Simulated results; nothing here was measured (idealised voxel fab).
process module | voxel spacer lines
cross-section cut | 225 nm wide | cells 5 nm
A cross-section is a grid of square cells, given in bands from the top down. A band is one or more rows of cells.
Each band's line starts with the height of the band's top and of its bottom, in nm. Then come its materials from left to right, each with its width in nm. One material with "throughout" fills the band from edge to edge. "air" is empty space.
Height 0 is the level under which the wafer as received is all one material. The lowest band goes on downwards, as in "0 down".
A width such as "30 to 40" changes by the same amount from each row of cells to the next, from the band's top row to its bottom row.
"no change" after a step means that no cell of the cross-section changed.
closed voids: empty space of 8 cells or more with no open way to the top, each as width x height at its distance from the left edge, in nm
after a step's settings: what the simulator itself notes on the step
overlay nm, on a step with a mask: how far to the right of its planned place the mask lay; to the left if negative
plan
1 op RECEIVE | material Si
2 op CONFORMAL_DEP | material Al2O3 | thk nm 5
3 op DIRECTIONAL_DEP | material SiN | thk nm 10
4 op DIRECTIONAL_DEP | material polySi | thk nm 25
5 op PATTERN | tone cover | mask id MANDREL | material resist | width nm 25 | pitch nm 80 | thk nm 30 | overlay nm 0
6 op DIRECTIONAL_ETCH | etch materials polySi | depth nm 25
7 op STRIP | etch materials resist
8 op CONFORMAL_DEP | material SiO2 | thk nm 15
9 op DIRECTIONAL_ETCH | etch materials SiO2 | depth nm 15
10 op STRIP | etch materials polySi
11 op DIRECTIONAL_ETCH | etch materials SiN | depth nm 10
12 op STRIP | etch materials SiO2
13 op FILL_DEP | material SiO2 | thk nm 5
14 op CMP | height nm 15
as received, after step 1
  0 down: Si throughout
  closed voids: none
first wafer at the end, as planned
  15 to 5: SiO2 45 | SiN 15 | SiO2 25 | SiN 15 | SiO2 25 | SiN 15 | SiO2 25 | SiN 15 | SiO2 45
  5 to 0: Al2O3 throughout
  0 down: Si throughout
  closed voids: none
second wafer at the end: like start, like plan, one mistake
  15 to 5: SiO2 45 | SiN 15 | SiO2 25 | SiN 15 | SiO2 25 | SiN 15 | SiO2 25 | SiN 15 | SiO2 45
  5 to 0: SiN throughout
  0 down: Si throughout
  closed voids: none
what went wrong: step 2 ran as: op CONFORMAL_DEP | material SiN | thk nm 5
at the end the second wafer has, in cells: 45 fewer of Al2O3 | 45 more of SiN
